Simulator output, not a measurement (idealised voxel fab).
Presented below is a process module, voxel capacitor over wiring.
Displayed cross-section: cut, width of 205 nm, square cells sized 5 nm.
The cross-sections in this document take the form of a grid made of square cells. They are written out as bands, in order from top to bottom. Each band consists of one or more rows of cells. Top, bottom (nm), then materials left to right with widths (nm); lone material tagged "edge to edge" fills the whole band edge to edge; "blank" = empty space. Basically, 0 is our baseline, since under it the wafer straight out of the box is all one material. The bottom band has no lower end and keeps on going down, so it looks like "0 -> down". Top row gets the first number, bottom row gets the second, and each row in between changes by the same step: that is how a band width like "30..40" works. Basically "changes: none" means that step didn't change any cell in the cross-section. "Non-vented voids": empty spaces of 8 cells or more with no open way to the top, each given as width x height at distance, distance from the left edge, all in nm. Anything after a step's settings on that line? It's the simulator's own note about the step. The setting "overlay nm" may be written on the line of a step. When the step uses a mask, the value reports how far to the right of the planned place the mask lay, and a negative value reports that it lay to the left.
# These are the steps we planned for the process
| 1 | RECEIVE [material Si] |
| 2 | CONFORMAL_DEP [material SiO2] [thk nm 10] |
| 3 | DIRECTIONAL_DEP [material TiN] [thk nm 5] |
| 4 | DIRECTIONAL_DEP [material Ru] [thk nm 20] |
| 5 | MASKED_ETCH [tone cover] [mask id METAL_1] [width nm 25] [pitch nm 90] [etch materials Ru] [depth nm 20] [overlay nm 0] |
| 6 | MASKED_ETCH [tone cover] [mask id METAL_1] [width nm 25] [pitch nm 90] [etch materials TiN] [depth nm 5] [overlay nm 0] |
| 7 | CONFORMAL_DEP [material SiN] [thk nm 5] |
| 8 | FILL_DEP [material SiO2] [thk nm 10] |
| 9 | CMP [height nm 35] |
| 10 | CONFORMAL_DEP [material SiCN] [thk nm 5] |
| 11 | DIRECTIONAL_DEP [material lowk] [thk nm 20] |
| 12 | DIRECTIONAL_DEP [material aC] [thk nm 10] |
| 13 | PATTERN [tone open] [mask id PLUG_1] [material resist] [width nm 15] [thk nm 30] [overlay nm 0] |
| 14 | DIRECTIONAL_ETCH [etch materials aC] [depth nm 10] |
| 15 | STRIP [etch materials resist] |
| 16 | DIRECTIONAL_ETCH [etch materials lowk] [depth nm 20] |
| 17 | DIRECTIONAL_ETCH [etch materials SiCN] [depth nm 5] |
| 18 | STRIP [etch materials aC] |
| 19 | EPI [material Ru] [thk nm 10] |
| 20 | EPI [material Ru] [thk nm 10] |
| 21 | EPI [material Ru] [thk nm 5] |
| 22 | DIRECTIONAL_DEP [material TiN] [thk nm 10] |
| 23 | DIRECTIONAL_DEP [material SiN] [thk nm 5] |
| 24 | DIRECTIONAL_DEP [material TiN] [thk nm 5] |
| 25 | PATTERN [tone cover] [mask id UPPER_PLATE] [material resist] [width nm 70] [thk nm 15] [overlay nm 0] |
| 26 | DIRECTIONAL_ETCH [etch materials TiN] [depth nm 5] |
| 27 | DIRECTIONAL_ETCH [etch materials SiN] [depth nm 5] |
| 28 | STRIP [etch materials resist] |
| 29 | DIRECTIONAL_DEP [material aC] [thk nm 15] |
| 30 | PATTERN [tone cover] [mask id LOWER_PLATE] [material resist] [width nm 80] [thk nm 30] [overlay nm 0] |
| 31 | DIRECTIONAL_ETCH [etch materials aC] [depth nm 15] |
| 32 | STRIP [etch materials resist] |
| 33 | DIRECTIONAL_ETCH [etch materials TiN] [depth nm 10] |
| 34 | STRIP [etch materials aC] |
| 35 | FILL_DEP [material SiO2] [thk nm 20] |
| 36 | CMP [height nm 95] |
| 37 | MASKED_ETCH [tone open] [mask id PLUG_2] [width nm 15] [etch materials SiO2] [depth nm 15] [overlay nm 0] |
| 38 | CONFORMAL_DEP [material TiN] [thk nm 5] |
| 39 | FILL_DEP [material W] [thk nm 10] |
| 40 | CMP [height nm 95] |
| 41 | CONFORMAL_DEP [material SiN] [thk nm 5] |
# Incoming wafer in cross-section (state: after step 1)
	0 -> down | Si edge to edge
	Non-vented voids: none
# Looking at the first of two wafers in cross-section at end of module - ran to plan
	100 -> 95 | SiN edge to edge
	95 -> 85 | SiO2 65, then TiN 5, then W 5, then TiN 5, then SiO2 125
	85 -> 75 | SiO2 65..55, then TiN 15..70, then SiO2 125..80
	75 -> 70 | SiO2 55, then SiN 70, then SiO2 80
	70 -> 60 | SiO2 50, then TiN 80, then SiO2 75
	60 -> 40 | lowk 55, then Ru 15, then lowk 135
	40 -> 35 | SiCN 55, then Ru 15, then SiCN 135
	35 -> 15 | SiO2 40, then SiN 5, then Ru 25, then SiN 5, then SiO2 55, then SiN 5, then Ru 25, then SiN 5, then SiO2 40
	15 -> 10 | SiN 45, then TiN 25, then SiN 65, then TiN 25, then SiN 45
	10 -> 0 | SiO2 edge to edge
	0 -> down | Si edge to edge
	Non-vented voids: none
# What the second wafer looks like in cross-section once the module is done. Its start and its plan matched the first wafer's exactly; what differed was one mistake in how it was run
	100 -> 95 | SiN edge to edge
	95 -> 90 | SiO2 65, then TiN 5, then SiN 55, then SiO2 80
	90 -> 80 | SiO2 50, then TiN 5, then SiO2 10, then TiN 65, then SiO2 75
	80 -> 75 | lowk 55, then TiN 15, then lowk 135
	75 -> 70 | lowk 55, then SiN 15, then lowk 135
	70 -> 60 | lowk 55, then TiN 15, then lowk 135
	60 -> 40 | lowk edge to edge
	40 -> 35 | SiCN edge to edge
	35 -> 15 | SiO2 40, then SiN 5, then Ru 25, then SiN 5, then SiO2 55, then SiN 5, then Ru 25, then SiN 5, then SiO2 40
	15 -> 10 | SiN 45, then TiN 25, then SiN 65, then TiN 25, then SiN 45
	10 -> 0 | SiO2 edge to edge
	0 -> down | Si edge to edge
	Non-vented voids: none
The plan and the run diverged here: the plan's step 11 ran twice
at the end the second wafer has, in cells: 15 fewer of Ru, 3 more of SiCN, 135 fewer of SiO2, 15 fewer of TiN, 2 fewer of W, 164 more of lowk
